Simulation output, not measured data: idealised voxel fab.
Title: Process Module voxel transistor to metal
Xsec cut, 165 nm wide, square cell size 5 nm.
Notation: cross-section as square-cell grid; stated in bands, top first, going down; one or more cell rows per band.
Within each band entry, the heights of the top and of the bottom of the band appear first, in that order and in nm; the materials of the band then follow from left to right, each with its corresponding width in nm. The designation "all across" on a single material indicates that it fills the band from edge to edge; the designation "blank" indicates empty space.
Height 0 is the level under which the wafer as received is all one material. The lowest band goes on downwards, as in "0 -> down".
Per-row width for "30..40": begins at first number (top row of band), ends at second number (bottom row), increment between rows held constant.
It should be understood that the words "same as before", when stated for a given step, signify that the cross-section underwent no change in any of its cells during that step.
"Enclosed void inventory": empty spaces of 8 cells or more with no open way to the top, each given as width x height at distance, distance from the left edge, all in nm.
On each step's line, the part that comes after the settings is the simulator's own comment on the step.
overlay nm: where the mask lay relative to plan, measured to the right, on steps with a mask; negatives go left.
Read each pair as before and after one process step. The after cross-section shows only down to the lowest band that changed. The step between them and its settings are given below the pair. Pairs can come from different runs of this module on the same starting wafer. A pair continues from the pair above only where its "Pre-processing view" entry says so.
## Pre-processing view
> 35 -> 30  blank (60)  SiO2 (45)  blank (60)
> 30 -> 20  blank (60)  SiO2 (5)  SiCN (35)  SiO2 (5)  blank (60)
> 20 -> 10  blank (60)  SiO2 (5)  polySi (35)  SiO2 (5)  blank (60)
> 10 -> 5  SiO2 (30)  blank (30)  SiO2 (5)  polySi (35)  SiO2 (5)  blank (30)  SiO2 (30)
> 5 -> 0  SiO2 (65)  polySi (35)  SiO2 (65)
> 0 -> -5  SiO2 all across
> -5 -> -30  SiO2 (35)  Si (95)  SiO2 (35)
> -30 -> down  Si all across
> Enclosed void inventory: none
## Result of Step
> 30 -> 20  blank (60)  SiO2 (5)  SiCN (35)  SiO2 (5)  blank (60)
> 20 -> 5  blank (60)  SiO2 (5)  polySi (35)  SiO2 (5)  blank (60)
> 5 -> 0  SiO2 (30)  blank (30)  SiO2 (5)  polySi (35)  SiO2 (5)  blank (30)  SiO2 (30)
> Lower than 0, everything is as it was.
> Enclosed void inventory: none
The process step separating the two cross-sections depicted above is as follows: DIRECTIONAL_ETCH with etch materials SiO2, depth nm 5
Pre-processing view: The pre-step condition corresponds to the post-step cross-section depicted in the pair directly above.
## Result of Step
> 40 -> 30  blank (50)  SiN (65)  blank (50)
> 30 -> 20  blank (50)  SiN (10)  SiO2 (5)  SiCN (35)  SiO2 (5)  SiN (10)  blank (50)
> 20 -> 15  blank (50)  SiN (10)  SiO2 (5)  polySi (35)  SiO2 (5)  SiN (10)  blank (50)
> 15 -> 10  SiN (40)  blank (10)  SiN (10)  SiO2 (5)  polySi (35)  SiO2 (5)  SiN (10)  blank (10)  SiN (40)
> 10 -> 5  SiN (60)  SiO2 (5)  polySi (35)  SiO2 (5)  SiN (60)
> 5 -> 0  SiO2 (30)  SiN (30)  SiO2 (5)  polySi (35)  SiO2 (5)  SiN (30)  SiO2 (30)
> Lower than 0, everything is as it was.
> Enclosed void inventory: none
The process step separating the two cross-sections depicted above is as follows: CONFORMAL_DEP with material SiN, thk nm 10
Pre-processing view: The pre-step condition corresponds to the post-step cross-section depicted in the pair directly above.
## Result of Step
> 30 -> 20  blank (50)  SiN (10)  SiO2 (5)  SiCN (35)  SiO2 (5)  SiN (10)  blank (50)
> 20 -> 5  blank (50)  SiN (10)  SiO2 (5)  polySi (35)  SiO2 (5)  SiN (10)  blank (50)
> 5 -> 0  SiO2 (30)  SiN (10)  blank (10)  SiN (10)  SiO2 (5)  polySi (35)  SiO2 (5)  SiN (10)  blank (10)  SiN (10)  SiO2 (30)
> Lower than 0, everything is as it was.
> Enclosed void inventory: none
The process step separating the two cross-sections depicted above is as follows: DIRECTIONAL_ETCH with etch materials SiN, depth nm 10
Pre-processing view: The pre-step condition corresponds to the post-step cross-section depicted in the pair directly above.
## Result of Step
> 30 -> 25  blank (50)  SiN (10)  blank (5)  SiCN (35)  blank (5)  SiN (10)  blank (50)
> 25 -> 20  blank (50)  SiN (10)  SiO2 (5)  SiCN (35)  SiO2 (5)  SiN (10)  blank (50)
> 20 -> 5  blank (50)  SiN (10)  SiO2 (5)  polySi (35)  SiO2 (5)  SiN (10)  blank (50)
> 5 -> 0  blank (30)  SiN (10)  blank (10)  SiN (10)  SiO2 (5)  polySi (35)  SiO2 (5)  SiN (10)  blank (10)  SiN (10)  blank (30)
> 0 -> -5  SiO2 (40)  blank (10)  SiO2 (65)  blank (10)  SiO2 (40)
> Lower than -5, everything is as it was.
> Enclosed void inventory: none
The process step separating the two cross-sections depicted above is as follows: DIRECTIONAL_ETCH with etch materials SiO2, depth nm 5
Pre-processing view: The pre-step condition corresponds to the post-step cross-section depicted in the pair directly above.
## Result of Step
> 30 -> 25  blank (50)  SiN (10)  blank (5)  SiCN (35)  blank (5)  SiN (10)  blank (50)
> 25 -> 20  blank (50)  SiN (10)  SiO2 (5)  SiCN (35)  SiO2 (5)  SiN (10)  blank (50)
> 20 -> 5  blank (50)  SiN (10)  SiO2 (5)  polySi (35)  SiO2 (5)  SiN (10)  blank (50)
> 5 -> 0  blank (30)  SiN (10)  blank (10)  SiN (10)  SiO2 (5)  polySi (35)  SiO2 (5)  SiN (10)  blank (10)  SiN (10)  blank (30)
> 0 -> -5  SiO2 (40)  blank (10)  SiO2 (65)  blank (10)  SiO2 (40)
> -5 -> -10  SiO2 (35)  Si (5)  blank (10)  Si (65)  blank (10)  Si (5)  SiO2 (35)
> Lower than -10, everything is as it was.
> Enclosed void inventory: none
The process step separating the two cross-sections depicted above is as follows: DIRECTIONAL_ETCH with etch materials Si, depth nm 5
Pre-processing view: The pre-step condition corresponds to the post-step cross-section depicted in the pair directly above.
## Result of Step
> 30 -> 25  blank (50)  SiN (10)  blank (5)  SiCN (35)  blank (5)  SiN (10)  blank (50)
> 25 -> 20  blank (50)  SiN (10)  SiO2 (5)  SiCN (35)  SiO2 (5)  SiN (10)  blank (50)
> 20 -> 5  blank (50)  SiN (10)  SiO2 (5)  polySi (35)  SiO2 (5)  SiN (10)  blank (50)
> 5 -> 0  blank (30)  SiN (10)  blank (10)  SiN (10)  SiO2 (5)  polySi (35)  SiO2 (5)  SiN (10)  blank (10)  SiN (10)  blank (30)
> 0 -> -5  SiO2 (40)  pSi (10)  SiO2 (65)  pSi (10)  SiO2 (40)
> -5 -> -10  SiO2 (35)  Si (5)  pSi (10)  Si (65)  pSi (10)  Si (5)  SiO2 (35)
> Lower than -10, everything is as it was.
> Enclosed void inventory: none
The process step separating the two cross-sections depicted above is as follows: EPI with material pSi, thk nm 5
Pre-processing view: The pre-step condition corresponds to the post-step cross-section depicted in the pair directly above.
## Result of Step
> 40 -> 30  SiO2 all across
> 30 -> 20  SiO2 (50)  SiN (10)  SiO2 (5)  SiCN (35)  SiO2 (5)  SiN (10)  SiO2 (50)
> 20 -> 5  SiO2 (50)  SiN (10)  SiO2 (5)  polySi (35)  SiO2 (5)  SiN (10)  SiO2 (50)
> 5 -> 0  SiO2 (30)  SiN (10)  SiO2 (10)  SiN (10)  SiO2 (5)  polySi (35)  SiO2 (5)  SiN (10)  SiO2 (10)  SiN (10)  SiO2 (30)
> Lower than 0, everything is as it was.
> Enclosed void inventory: none
The process step separating the two cross-sections depicted above is as follows: FILL_DEP with material SiO2, thk nm 10
Pre-processing view: The pre-step condition corresponds to the post-step cross-section depicted in the pair directly above.
## Result of Step
> 20 -> 5  SiO2 (50)  SiN (10)  SiO2 (5)  polySi (35)  SiO2 (5)  SiN (10)  SiO2 (50)
> Lower than 5, everything is as it was.
> Enclosed void inventory: none
The process step separating the two cross-sections depicted above is as follows: CMP with height nm 20
Pre-processing view: The pre-step condition corresponds to the post-step cross-section depicted in the pair directly above.
## Result of Step
> 20 -> 5  SiO2 (50)  SiN (10)  SiO2 (5)  blank (35)  SiO2 (5)  SiN (10)  SiO2 (50)
> 5 -> 0  SiO2 (30)  SiN (10)  SiO2 (10)  SiN (10)  SiO2 (5)  blank (35)  SiO2 (5)  SiN (10)  SiO2 (10)  SiN (10)  SiO2 (30)
> Lower than 0, everything is as it was.
> Enclosed void inventory: none
The process step separating the two cross-sections depicted above is as follows: STRIP with etch materials polySi
Pre-processing view: The pre-step condition corresponds to the post-step cross-section depicted in the pair directly above.
## Result of Step
> 20 -> 15  blank (50)  SiN (10)  blank (45)  SiN (10)  blank (50)
> 15 -> 5  SiO2 (50)  SiN (10)  blank (45)  SiN (10)  SiO2 (50)
> 5 -> 0  SiO2 (30)  SiN (10)  SiO2 (10)  SiN (10)  blank (45)  SiN (10)  SiO2 (10)  SiN (10)  SiO2 (30)
> 0 -> -5  SiO2 (40)  pSi (10)  SiO2 (10)  blank (45)  SiO2 (10)  pSi (10)  SiO2 (40)
> Lower than -5, everything is as it was.
> Enclosed void inventory: none
The process step separating the two cross-sections depicted above is as follows: SELECTIVE_ETCH with etch materials SiO2, depth nm 5
Pre-processing view: The pre-step condition corresponds to the post-step cross-section depicted in the pair directly above.
## Result of Step
> 25 -> 20  blank (45)  HfO2 (20)  blank (35)  HfO2 (20)  blank (45)
> 20 -> 15  HfO2 (50)  SiN (10)  HfO2 (5)  blank (35)  HfO2 (5)  SiN (10)  HfO2 (50)
> 15 -> 5  SiO2 (50)  SiN (10)  HfO2 (5)  blank (35)  HfO2 (5)  SiN (10)  SiO2 (50)
> 5 -> 0  SiO2 (30)  SiN (10)  SiO2 (10)  SiN (10)  HfO2 (5)  blank (35)  HfO2 (5)  SiN (10)  SiO2 (10)  SiN (10)  SiO2 (30)
> 0 -> -5  SiO2 (40)  pSi (10)  SiO2 (10)  HfO2 (45)  SiO2 (10)  pSi (10)  SiO2 (40)
> Lower than -5, everything is as it was.
> Enclosed void inventory: none
The process step separating the two cross-sections depicted above is as follows: CONFORMAL_DEP with material HfO2, thk nm 5
Pre-processing view: The pre-step condition corresponds to the post-step cross-section depicted in the pair directly above.
## Result of Step
> 30 -> 25  blank (40)  TiN (30)  blank (25)  TiN (30)  blank (40)
> 25 -> 20  TiN (45)  HfO2 (20)  TiN (5)  blank (25)  TiN (5)  HfO2 (20)  TiN (45)
> 20 -> 15  HfO2 (50)  SiN (10)  HfO2 (5)  TiN (5)  blank (25)  TiN (5)  HfO2 (5)  SiN (10)  HfO2 (50)
> 15 -> 5  SiO2 (50)  SiN (10)  HfO2 (5)  TiN (5)  blank (25)  TiN (5)  HfO2 (5)  SiN (10)  SiO2 (50)
> 5 -> 0  SiO2 (30)  SiN (10)  SiO2 (10)  SiN (10)  HfO2 (5)  TiN (35)  HfO2 (5)  SiN (10)  SiO2 (10)  SiN (10)  SiO2 (30)
> Lower than 0, everything is as it was.
> Enclosed void inventory: none
The process step separating the two cross-sections depicted above is as follows: CONFORMAL_DEP with material TiN, thk nm 5
Pre-processing view: The pre-step condition corresponds to the post-step cross-section depicted in the pair directly above.
## Result of Step
> 40 -> 30  W all across
> 30 -> 25  W (40)  TiN (30)  W (25)  TiN (30)  W (40)
> 25 -> 20  TiN (45)  HfO2 (20)  TiN (5)  W (25)  TiN (5)  HfO2 (20)  TiN (45)
> 20 -> 15  HfO2 (50)  SiN (10)  HfO2 (5)  TiN (5)  W (25)  TiN (5)  HfO2 (5)  SiN (10)  HfO2 (50)
> 15 -> 5  SiO2 (50)  SiN (10)  HfO2 (5)  TiN (5)  W (25)  TiN (5)  HfO2 (5)  SiN (10)  SiO2 (50)
> Lower than 5, everything is as it was.
> Enclosed void inventory: none
The process step separating the two cross-sections depicted above is as follows: FILL_DEP with material W, thk nm 10
Pre-processing view: The pre-step condition corresponds to the post-step cross-section depicted in the pair directly above.
## Result of Step
> 15 -> 5  SiO2 (50)  SiN (10)  HfO2 (5)  TiN (5)  W (25)  TiN (5)  HfO2 (5)  SiN (10)  SiO2 (50)
> Lower than 5, everything is as it was.
> Enclosed void inventory: none
The process step separating the two cross-sections depicted above is as follows: CMP with height nm 15
Pre-processing view: The pre-step condition corresponds to the post-step cross-section depicted in the pair directly above.
## Result of Step
> 30 -> 15  SiO2 all across
> Lower than 15, everything is as it was.
> Enclosed void inventory: none
The process step separating the two cross-sections depicted above is as follows: DIRECTIONAL_DEP with material SiO2, thk nm 15
Pre-processing view: The pre-step condition corresponds to the post-step cross-section depicted in the pair directly above.
## Result of Step
> 40 -> 30  aC all across
> Lower than 30, everything is as it was.
> Enclosed void inventory: none
The process step separating the two cross-sections depicted above is as follows: DIRECTIONAL_DEP with material aC, thk nm 10
Pre-processing view: The pre-step condition corresponds to the post-step cross-section depicted in the pair directly above.
## Result of Step
> 70 -> 40  resist (35)  blank (15)  resist (65)  blank (15)  resist (35)
> Lower than 40, everything is as it was.
> Enclosed void inventory: none
The process step separating the two cross-sections depicted above is as follows: PATTERN with tone open, mask id CONTACT, material resist, width nm 15, pitch nm 80, thk nm 30, overlay nm 0
Pre-processing view: The pre-step condition corresponds to the post-step cross-section depicted in the pair directly above.
## Result of Step
> 60 -> 40  resist (35)  blank (15)  resist (65)  blank (15)  resist (35)
> 40 -> 30  aC (35)  blank (15)  aC (65)  blank (15)  aC (35)
> Lower than 30, everything is as it was.
> Enclosed void inventory: none
The process step separating the two cross-sections depicted above is as follows: DIRECTIONAL_ETCH with etch materials aC, depth nm 10
Pre-processing view: The pre-step condition corresponds to the post-step cross-section depicted in the pair directly above.
## Result of Step
> 40 -> 30  aC (35)  blank (15)  aC (65)  blank (15)  aC (35)
> Lower than 30, everything is as it was.
> Enclosed void inventory: none
The process step separating the two cross-sections depicted above is as follows: STRIP with etch materials resist
Pre-processing view: The pre-step condition corresponds to the post-step cross-section depicted in the pair directly above.
## Result of Step
> 40 -> 30  aC (35)  blank (15)  aC (65)  blank (15)  aC (35)
> 30 -> 15  SiO2 (35)  blank (15)  SiO2 (65)  blank (15)  SiO2 (35)
> 15 -> 5  SiO2 (35)  blank (15)  SiN (10)  HfO2 (5)  TiN (5)  W (25)  TiN (5)  HfO2 (5)  SiN (10)  blank (15)  SiO2 (35)
> 5 -> 0  SiO2 (30)  SiN (10)  blank (10)  SiN (10)  HfO2 (5)  TiN (35)  HfO2 (5)  SiN (10)  blank (10)  SiN (10)  SiO2 (30)
> Lower than 0, everything is as it was.
> Enclosed void inventory: none
The process step separating the two cross-sections depicted above is as follows: DIRECTIONAL_ETCH with etch materials SiO2, depth nm 30
Pre-processing view: The pre-step condition corresponds to the post-step cross-section depicted in the pair directly above.
## Result of Step
> 30 -> 15  SiO2 (35)  blank (15)  SiO2 (65)  blank (15)  SiO2 (35)
> Lower than 15, everything is as it was.
> Enclosed void inventory: none
The process step separating the two cross-sections depicted above is as follows: STRIP with etch materials aC
Pre-processing view: The pre-step condition corresponds to the post-step cross-section depicted in the pair directly above.
## Result of Step
> 35 -> 30  TiN (40)  blank (5)  TiN (75)  blank (5)  TiN (40)
> 30 -> 15  SiO2 (35)  TiN (5)  blank (5)  TiN (5)  SiO2 (65)  TiN (5)  blank (5)  TiN (5)  SiO2 (35)
> 15 -> 10  SiO2 (35)  TiN (5)  blank (5)  TiN (5)  SiN (10)  HfO2 (5)  TiN (5)  W (25)  TiN (5)  HfO2 (5)  SiN (10)  TiN (5)  blank (5)  TiN (5)  SiO2 (35)
> 10 -> 5  SiO2 (35)  TiN (15)  SiN (10)  HfO2 (5)  TiN (5)  W (25)  TiN (5)  HfO2 (5)  SiN (10)  TiN (15)  SiO2 (35)
> 5 -> 0  SiO2 (30)  SiN (10)  TiN (10)  SiN (10)  HfO2 (5)  TiN (35)  HfO2 (5)  SiN (10)  TiN (10)  SiN (10)  SiO2 (30)
> Lower than 0, everything is as it was.
> Enclosed void inventory: none
The process step separating the two cross-sections depicted above is as follows: CONFORMAL_DEP with material TiN, thk nm 5
Pre-processing view: The pre-step condition corresponds to the post-step cross-section depicted in the pair directly above.
## Result of Step
> 40 -> 35  Ru all across
> 35 -> 30  TiN (40)  Ru (5)  TiN (75)  Ru (5)  TiN (40)
> 30 -> 15  SiO2 (35)  TiN (5)  Ru (5)  TiN (5)  SiO2 (65)  TiN (5)  Ru (5)  TiN (5)  SiO2 (35)
> 15 -> 10  SiO2 (35)  TiN (5)  Ru (5)  TiN (5)  SiN (10)  HfO2 (5)  TiN (5)  W (25)  TiN (5)  HfO2 (5)  SiN (10)  TiN (5)  Ru (5)  TiN (5)  SiO2 (35)
> Lower than 10, everything is as it was.
> Enclosed void inventory: none
The process step separating the two cross-sections depicted above is as follows: FILL_DEP with material Ru, thk nm 5
Pre-processing view: The pre-step condition corresponds to the post-step cross-section depicted in the pair directly above.
## Result of Step
> 30 -> 15  SiO2 (35)  TiN (5)  Ru (5)  TiN (5)  SiO2 (65)  TiN (5)  Ru (5)  TiN (5)  SiO2 (35)
> Lower than 15, everything is as it was.
> Enclosed void inventory: none
The process step separating the two cross-sections depicted above is as follows: CMP with height nm 30
Pre-processing view: The pre-step condition corresponds to the post-step cross-section depicted in the pair directly above.
## Result of Step
> 35 -> 30  TiN all across
> Lower than 30, everything is as it was.
> Enclosed void inventory: none
The process step separating the two cross-sections depicted above is as follows: DIRECTIONAL_DEP with material TiN, thk nm 5
Pre-processing view: The pre-step condition corresponds to the post-step cross-section depicted in the pair directly above.
## Result of Step
> 55 -> 35  Ru all across
> Lower than 35, everything is as it was.
> Enclosed void inventory: none
The process step separating the two cross-sections depicted above is as follows: DIRECTIONAL_DEP with material Ru, thk nm 20
Pre-processing view: The pre-step condition corresponds to the post-step cross-section depicted in the pair directly above.
## Result of Step
> 55 -> 35  blank (35)  Ru (15)  blank (65)  Ru (15)  blank (35)
> Lower than 35, everything is as it was.
> Enclosed void inventory: none
The process step separating the two cross-sections depicted above is as follows: MASKED_ETCH with tone cover, mask id METAL_1, width nm 15, pitch nm 80, etch materials Ru, depth nm 20, overlay nm 0
Pre-processing view: The pre-step condition corresponds to the post-step cross-section depicted in the pair directly above.
## Result of Step
> 55 -> 35  blank (35)  Ru (15)  blank (65)  Ru (15)  blank (35)
> 35 -> 30  blank (35)  TiN (15)  blank (65)  TiN (15)  blank (35)
> Lower than 30, everything is as it was.
> Enclosed void inventory: none
The process step separating the two cross-sections depicted above is as follows: MASKED_ETCH with tone cover, mask id METAL_1, width nm 15, pitch nm 80, etch materials TiN, depth nm 5, overlay nm 0
Pre-processing view: The pre-step condition corresponds to the post-step cross-section depicted in the pair directly above.
## Result of Step
> 60 -> 55  blank (30)  SiN (25)  blank (55)  SiN (25)  blank (30)
> 55 -> 35  blank (30)  SiN (5)  Ru (15)  SiN (5)  blank (55)  SiN (5)  Ru (15)  SiN (5)  blank (30)
> 35 -> 30  SiN (35)  TiN (15)  SiN (65)  TiN (15)  SiN (35)
> Lower than 30, everything is as it was.
> Enclosed void inventory: none
The process step separating the two cross-sections depicted above is as follows: CONFORMAL_DEP with material SiN, thk nm 5
Pre-processing view: The pre-step condition corresponds to the post-step cross-section depicted in the pair directly above.
## Result of Step
> 70 -> 60  lowk all across
> 60 -> 55  lowk (30)  SiN (25)  lowk (55)  SiN (25)  lowk (30)
> 55 -> 35  lowk (30)  SiN (5)  Ru (15)  SiN (5)  lowk (55)  SiN (5)  Ru (15)  SiN (5)  lowk (30)
> Lower than 35, everything is as it was.
> Enclosed void inventory: none
The process step separating the two cross-sections depicted above is as follows: FILL_DEP with material lowk, thk nm 10
Pre-processing view: The pre-step condition corresponds to the post-step cross-section depicted in the pair directly above.
## Result of Step
> 55 -> 35  lowk (30)  SiN (5)  Ru (15)  SiN (5)  lowk (55)  SiN (5)  Ru (15)  SiN (5)  lowk (30)
> Lower than 35, everything is as it was.
> Enclosed void inventory: none
The process step separating the two cross-sections depicted above is as follows: CMP with height nm 55
Pre-processing view: The pre-step condition corresponds to the post-step cross-section depicted in the pair directly above.
## Result of Step
> 60 -> 55  SiCN all across
> Lower than 55, everything is as it was.
> Enclosed void inventory: none
The process step separating the two cross-sections depicted above is as follows: CONFORMAL_DEP with material SiCN, thk nm 5
Pre-processing view: The pre-step condition corresponds to the post-step cross-section depicted in the pair directly above.
## Result of Step
> 85 -> 60  SiO2 all across
> Lower than 60, everything is as it was.
> Enclosed void inventory: none
The process step separating the two cross-sections depicted above is as follows: DIRECTIONAL_DEP with material SiO2, thk nm 25
Pre-processing view: The pre-step condition corresponds to the post-step cross-section depicted in the pair directly above.
## Result of Step
> 95 -> 85  aC all across
> Lower than 85, everything is as it was.
> Enclosed void inventory: none
The process step separating the two cross-sections depicted above is as follows: DIRECTIONAL_DEP with material aC, thk nm 10
Pre-processing view: The pre-step condition corresponds to the post-step cross-section depicted in the pair directly above.
## Result of Step
> 120 -> 95  resist (35)  blank (15)  resist (65)  blank (15)  resist (35)
> Lower than 95, everything is as it was.
> Enclosed void inventory: none
The process step separating the two cross-sections depicted above is as follows: PATTERN with tone open, mask id METAL_2, material resist, width nm 15, pitch nm 80, thk nm 25, overlay nm 0
Pre-processing view: The pre-step condition corresponds to the post-step cross-section depicted in the pair directly above.
## Result of Step
> 110 -> 95  resist (35)  blank (15)  resist (65)  blank (15)  resist (35)
> 95 -> 85  aC (35)  blank (15)  aC (65)  blank (15)  aC (35)
> Lower than 85, everything is as it was.
> Enclosed void inventory: none
The process step separating the two cross-sections depicted above is as follows: DIRECTIONAL_ETCH with etch materials aC, depth nm 10
Pre-processing view: The pre-step condition corresponds to the post-step cross-section depicted in the pair directly above.
## Result of Step
> 95 -> 85  aC (35)  blank (15)  aC (65)  blank (15)  aC (35)
> Lower than 85, everything is as it was.
> Enclosed void inventory: none
The process step separating the two cross-sections depicted above is as follows: STRIP with etch materials resist
Pre-processing view: The pre-step condition corresponds to the post-step cross-section depicted in the pair directly above.
## Result of Step
> 95 -> 85  aC (35)  blank (15)  aC (65)  blank (15)  aC (35)
> 85 -> 70  SiO2 (35)  blank (15)  SiO2 (65)  blank (15)  SiO2 (35)
> Lower than 70, everything is as it was.
> Enclosed void inventory: none
The process step separating the two cross-sections depicted above is as follows: DIRECTIONAL_ETCH with etch materials SiO2, depth nm 15
Pre-processing view: The pre-step condition corresponds to the post-step cross-section depicted in the pair directly above.
## Result of Step
> 85 -> 70  SiO2 (35)  blank (15)  SiO2 (65)  blank (15)  SiO2 (35)
> Lower than 70, everything is as it was.
> Enclosed void inventory: none
The process step separating the two cross-sections depicted above is as follows: STRIP with etch materials aC
Pre-processing view: The pre-step condition corresponds to the post-step cross-section depicted in the pair directly above.
## Result of Step
> 85 -> 60  SiO2 (35)  blank (15)  SiO2 (65)  blank (15)  SiO2 (35)
> Lower than 60, everything is as it was.
> Enclosed void inventory: none
The process step separating the two cross-sections depicted above is as follows: MASKED_ETCH with tone open, mask id METAL_2_HOLES, width nm 15, pitch nm 80, etch materials SiO2, depth nm 10, overlay nm 0
Pre-processing view: The pre-step condition corresponds to the post-step cross-section depicted in the pair directly above.
## Result of Step
> 85 -> 60  SiO2 (35)  blank (15)  SiO2 (65)  blank (15)  SiO2 (35)
> 60 -> 55  SiCN (35)  blank (15)  SiCN (65)  blank (15)  SiCN (35)
> Lower than 55, everything is as it was.
> Enclosed void inventory: none
The process step separating the two cross-sections depicted above is as follows: MASKED_ETCH with tone open, mask id METAL_2_HOLES, width nm 15, pitch nm 80, etch materials SiCN, depth nm 5, overlay nm 0
Pre-processing view: The pre-step condition corresponds to the post-step cross-section depicted in the pair directly above.
## Result of Step
> 90 -> 85  TiN (40)  blank (5)  TiN (75)  blank (5)  TiN (40)
> 85 -> 60  SiO2 (35)  TiN (5)  blank (5)  TiN (5)  SiO2 (65)  TiN (5)  blank (5)  TiN (5)  SiO2 (35)
> 60 -> 55  SiCN (35)  TiN (15)  SiCN (65)  TiN (15)  SiCN (35)
> Lower than 55, everything is as it was.
> Enclosed void inventory: none
The process step separating the two cross-sections depicted above is as follows: CONFORMAL_DEP with material TiN, thk nm 5
Pre-processing view: The pre-step condition corresponds to the post-step cross-section depicted in the pair directly above.
## Result of Step
> 100 -> 90  Cu all across
> 90 -> 85  TiN (40)  Cu (5)  TiN (75)  Cu (5)  TiN (40)
> 85 -> 60  SiO2 (35)  TiN (5)  Cu (5)  TiN (5)  SiO2 (65)  TiN (5)  Cu (5)  TiN (5)  SiO2 (35)
> Lower than 60, everything is as it was.
> Enclosed void inventory: none
The process step separating the two cross-sections depicted above is as follows: FILL_DEP with material Cu, thk nm 10
Pre-processing view: The pre-step condition corresponds to the post-step cross-section depicted in the pair directly above.
## Result of Step
> 85 -> 60  SiO2 (35)  TiN (5)  Cu (5)  TiN (5)  SiO2 (65)  TiN (5)  Cu (5)  TiN (5)  SiO2 (35)
> Lower than 60, everything is as it was.
> Enclosed void inventory: none
The process step separating the two cross-sections depicted above is as follows: CMP with height nm 85
Pre-processing view: The pre-step condition corresponds to the post-step cross-section depicted in the pair directly above.
## Result of Step
> 90 -> 85  SiN all across
> Lower than 85, everything is as it was.
> Enclosed void inventory: none
The process step separating the two cross-sections depicted above is as follows: CONFORMAL_DEP with material SiN, thk nm 5
## Pre-processing view
> 95 -> 85  aC all across
> 85 -> 60  SiO2 all across
> 60 -> 55  SiCN all across
> 55 -> 35  lowk (30)  SiN (5)  Ru (15)  SiN (5)  lowk (55)  SiN (5)  Ru (15)  SiN (5)  lowk (30)
> 35 -> 30  SiN (35)  TiN (15)  SiN (65)  TiN (15)  SiN (35)
> 30 -> 15  SiO2 (35)  TiN (5)  Ru (5)  TiN (5)  SiO2 (65)  TiN (5)  Ru (5)  TiN (5)  SiO2 (35)
> 15 -> 10  SiO2 (35)  TiN (5)  Ru (5)  TiN (5)  SiN (10)  HfO2 (5)  TiN (5)  W (25)  TiN (5)  HfO2 (5)  SiN (10)  TiN (5)  Ru (5)  TiN (5)  SiO2 (35)
> 10 -> 5  SiO2 (35)  TiN (15)  SiN (10)  HfO2 (5)  TiN (5)  W (25)  TiN (5)  HfO2 (5)  SiN (10)  TiN (15)  SiO2 (35)
> 5 -> 0  SiO2 (30)  SiN (10)  TiN (10)  SiN (10)  HfO2 (5)  TiN (35)  HfO2 (5)  SiN (10)  TiN (10)  SiN (10)  SiO2 (30)
> 0 -> -5  SiO2 (40)  pSi (10)  SiO2 (10)  HfO2 (45)  SiO2 (10)  pSi (10)  SiO2 (40)
> -5 -> -10  SiO2 (35)  Si (5)  pSi (10)  Si (65)  pSi (10)  Si (5)  SiO2 (35)
> -10 -> -35  SiO2 (35)  Si (95)  SiO2 (35)
> -35 -> down  Si all across
> Enclosed void inventory: none
## Result of Step
> 120 -> 95  resist (30)  blank (25)  resist (55)  blank (25)  resist (30)
> Lower than 95, everything is as it was.
> Enclosed void inventory: none
The process step separating the two cross-sections depicted above is as follows: PATTERN with tone open, mask id METAL_2, material resist, width nm 25, pitch nm 80, thk nm 25, overlay nm 0
Pre-processing view: The pre-step condition corresponds to the post-step cross-section depicted in the pair directly above.
## Result of Step
> 110 -> 95  resist (30)  blank (25)  resist (55)  blank (25)  resist (30)
> 95 -> 85  aC (30)  blank (25)  aC (55)  blank (25)  aC (30)
> Lower than 85, everything is as it was.
> Enclosed void inventory: none
The process step separating the two cross-sections depicted above is as follows: DIRECTIONAL_ETCH with etch materials aC, depth nm 10
Pre-processing view: The pre-step condition corresponds to the post-step cross-section depicted in the pair directly above.
## Result of Step
> 95 -> 85  aC (30)  blank (25)  aC (55)  blank (25)  aC (30)
> Lower than 85, everything is as it was.
> Enclosed void inventory: none
The process step separating the two cross-sections depicted above is as follows: STRIP with etch materials resist
Pre-processing view: The pre-step condition corresponds to the post-step cross-section depicted in the pair directly above.
## Result of Step
> 95 -> 85  aC (30)  blank (25)  aC (55)  blank (25)  aC (30)
> 85 -> 70  SiO2 (30)  blank (25)  SiO2 (55)  blank (25)  SiO2 (30)
> Lower than 70, everything is as it was.
> Enclosed void inventory: none
The process step separating the two cross-sections depicted above is as follows: DIRECTIONAL_ETCH with etch materials SiO2, depth nm 15
Pre-processing view: The pre-step condition corresponds to the post-step cross-section depicted in the pair directly above.
## Result of Step
> 85 -> 70  SiO2 (30)  blank (25)  SiO2 (55)  blank (25)  SiO2 (30)
> Lower than 70, everything is as it was.
> Enclosed void inventory: none
The process step separating the two cross-sections depicted above is as follows: STRIP with etch materials aC
Pre-processing view: The pre-step condition corresponds to the post-step cross-section depicted in the pair directly above.
## Result of Step
> 85 -> 70  SiO2 (30)  blank (25)  SiO2 (55)  blank (25)  SiO2 (30)
> 70 -> 60  SiO2 (35)  blank (15)  SiO2 (65)  blank (15)  SiO2 (35)
> Lower than 60, everything is as it was.
> Enclosed void inventory: none
The process step separating the two cross-sections depicted above is as follows: MASKED_ETCH with tone open, mask id METAL_2_HOLES, width nm 15, pitch nm 80, etch materials SiO2, depth nm 10, overlay nm 0
Pre-processing view: The pre-step condition corresponds to the post-step cross-section depicted in the pair directly above.
## Result of Step
> 85 -> 70  SiO2 (30)  blank (25)  SiO2 (55)  blank (25)  SiO2 (30)
> 70 -> 60  SiO2 (35)  blank (15)  SiO2 (65)  blank (15)  SiO2 (35)
> 60 -> 55  SiCN (35)  blank (15)  SiCN (65)  blank (15)  SiCN (35)
> Lower than 55, everything is as it was.
> Enclosed void inventory: none
The process step separating the two cross-sections depicted above is as follows: MASKED_ETCH with tone open, mask id METAL_2_HOLES, width nm 15, pitch nm 80, etch materials SiCN, depth nm 5, overlay nm 0
Pre-processing view: The pre-step condition corresponds to the post-step cross-section depicted in the pair directly above.
## Result of Step
> 90 -> 85  TiN (35)  blank (15)  TiN (65)  blank (15)  TiN (35)
> 85 -> 75  SiO2 (30)  TiN (5)  blank (15)  TiN (5)  SiO2 (55)  TiN (5)  blank (15)  TiN (5)  SiO2 (30)
> 75 -> 70  SiO2 (30)  TiN (10)  blank (5)  TiN (10)  SiO2 (55)  TiN (10)  blank (5)  TiN (10)  SiO2 (30)
> 70 -> 60  SiO2 (35)  TiN (5)  blank (5)  TiN (5)  SiO2 (65)  TiN (5)  blank (5)  TiN (5)  SiO2 (35)
> 60 -> 55  SiCN (35)  TiN (15)  SiCN (65)  TiN (15)  SiCN (35)
> Lower than 55, everything is as it was.
> Enclosed void inventory: none
The process step separating the two cross-sections depicted above is as follows: CONFORMAL_DEP with material TiN, thk nm 5
